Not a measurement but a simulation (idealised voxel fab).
This is a process module. Its name is voxel fin reveal.
We display cut, a cross-section 150 nm in width whose square cells are each 5 nm.
This document writes a cross-section as a grid whose cells are square, and gives it as bands, listed from the top down; one or more rows of cells form a band.
It is stipulated that each band's entry specify, in nanometres, the height of the top of the band and then that of its bottom, followed by the materials of the band in left-to-right sequence, each together with its width in nanometres. A single material marked by the word "throughout" is understood to fill the band from edge to edge; the word "air" is understood to denote empty space.
Below 0: as-received wafer, all one material; heights counted from there. Lowest band: no bottom, goes on down, written "0..down".
Width spec "30..40" -> top row of cells at first value, bottom row at second value, equal per-row change in between.
"no modifications" -> step changed no cross-section cell.
Enclosed cavities: empty space of 8 cells or more with no open way to the top, each as width x height at its distance from the left edge, in nm
If you see something after the settings on a step's line, that's the simulator's own remark about that step.
"overlay nm" answers the question of how far to the right of plan the mask lay on a step that has a mask, and when it is negative the answer is to the left.

The steps planned for the process are as follows:
1 RECEIVE with material Si
2 CONFORMAL_DEP with material SiN, thk nm 10
3 PATTERN with tone cover, mask id FINS, material resist, width nm 15, pitch nm 40, thk nm 15, overlay nm 0
4 DIRECTIONAL_ETCH with etch materials SiN, depth nm 10
5 DIRECTIONAL_ETCH with etch materials Si, depth nm 30
6 STRIP with etch materials resist
7 FILL_DEP with material SiO2, thk nm 5
8 CMP with height nm 10
9 SELECTIVE_ETCH with etch materials SiO2, depth nm 25
10 STRIP with etch materials SiN
11 CONFORMAL_DEP with material HfO2, thk nm 5

The first of a set of two wafers, run to plan:

Cross-section of the wafer at receipt, which is the condition after step 1:
- 0..down = Si throughout
- Enclosed cavities: none

Step 2 complete: cross-section through the wafer:
- 10..0 = SiN throughout
- below 0: unchanged

Step 3 complete: cross-section through the wafer:
- 25..10 = air 25 nm, resist 15 nm, air 25 nm, resist 15 nm, air 25 nm, resist 15 nm, air 30 nm
- below 10: unchanged

Step 4 complete: cross-section through the wafer:
- 25..10 = air 25 nm, resist 15 nm, air 25 nm, resist 15 nm, air 25 nm, resist 15 nm, air 30 nm
- 10..0 = air 25 nm, SiN 15 nm, air 25 nm, SiN 15 nm, air 25 nm, SiN 15 nm, air 30 nm
- below 0: unchanged

Step 5 complete: cross-section through the wafer:
- 25..10 = air 25 nm, resist 15 nm, air 25 nm, resist 15 nm, air 25 nm, resist 15 nm, air 30 nm
- 10..0 = air 25 nm, SiN 15 nm, air 25 nm, SiN 15 nm, air 25 nm, SiN 15 nm, air 30 nm
- 0..-30 = air 25 nm, Si 15 nm, air 25 nm, Si 15 nm, air 25 nm, Si 15 nm, air 30 nm
- below -30: unchanged

Step 6 complete: cross-section through the wafer:
- 10..0 = air 25 nm, SiN 15 nm, air 25 nm, SiN 15 nm, air 25 nm, SiN 15 nm, air 30 nm
- below 0: unchanged

Step 7 complete: cross-section through the wafer:
- 15..10 = SiO2 throughout
- 10..0 = SiO2 25 nm, SiN 15 nm, SiO2 25 nm, SiN 15 nm, SiO2 25 nm, SiN 15 nm, SiO2 30 nm
- 0..-30 = SiO2 25 nm, Si 15 nm, SiO2 25 nm, Si 15 nm, SiO2 25 nm, Si 15 nm, SiO2 30 nm
- below -30: unchanged

Step 8 complete: cross-section through the wafer:
- 10..0 = SiO2 25 nm, SiN 15 nm, SiO2 25 nm, SiN 15 nm, SiO2 25 nm, SiN 15 nm, SiO2 30 nm
- below 0: unchanged

Step 9 complete: cross-section through the wafer:
- 10..0 = air 25 nm, SiN 15 nm, air 25 nm, SiN 15 nm, air 25 nm, SiN 15 nm, air 30 nm
- 0..-15 = air 25 nm, Si 15 nm, air 25 nm, Si 15 nm, air 25 nm, Si 15 nm, air 30 nm
- below -15: unchanged

Step 10 complete: cross-section through the wafer:
- 0..-15 = air 25 nm, Si 15 nm, air 25 nm, Si 15 nm, air 25 nm, Si 15 nm, air 30 nm
- below -15: unchanged

Step 11 complete: cross-section through the wafer:
- 5..0 = air 20 nm, HfO2 25 nm, air 15 nm, HfO2 25 nm, air 15 nm, HfO2 25 nm, air 25 nm
- 0..-10 = air 20 nm, HfO2 5 nm, Si 15 nm, HfO2 5 nm, air 15 nm, HfO2 5 nm, Si 15 nm, HfO2 5 nm, air 15 nm, HfO2 5 nm, Si 15 nm, HfO2 5 nm, air 25 nm
- -10..-15 = HfO2 25 nm, Si 15 nm, HfO2 25 nm, Si 15 nm, HfO2 25 nm, Si 15 nm, HfO2 30 nm
- below -15: unchanged

Okay, second wafer. Nothing different at the start, nothing different in the plan, just one mistake somewhere in the running. As far as step 10, counting that step, it's the first wafer all over again:

Cross-sectional view of the second wafer at the intended end time of process step 11:
- 5..0 = air 20 nm, SiN 25 nm, air 15 nm, SiN 25 nm, air 15 nm, SiN 25 nm, air 25 nm
- 0..-10 = air 20 nm, SiN 5 nm, Si 15 nm, SiN 5 nm, air 15 nm, SiN 5 nm, Si 15 nm, SiN 5 nm, air 15 nm, SiN 5 nm, Si 15 nm, SiN 5 nm, air 25 nm
- -10..-15 = SiN 25 nm, Si 15 nm, SiN 25 nm, Si 15 nm, SiN 25 nm, Si 15 nm, SiN 30 nm
- below -15: unchanged
Deviation noted in wafer processing: step 11 ran as: CONFORMAL_DEP with material SiN, thk nm 5
End check, counted in cells, second wafer has more or fewer of these materials than the first: 48 fewer of HfO2; 48 more of SiN
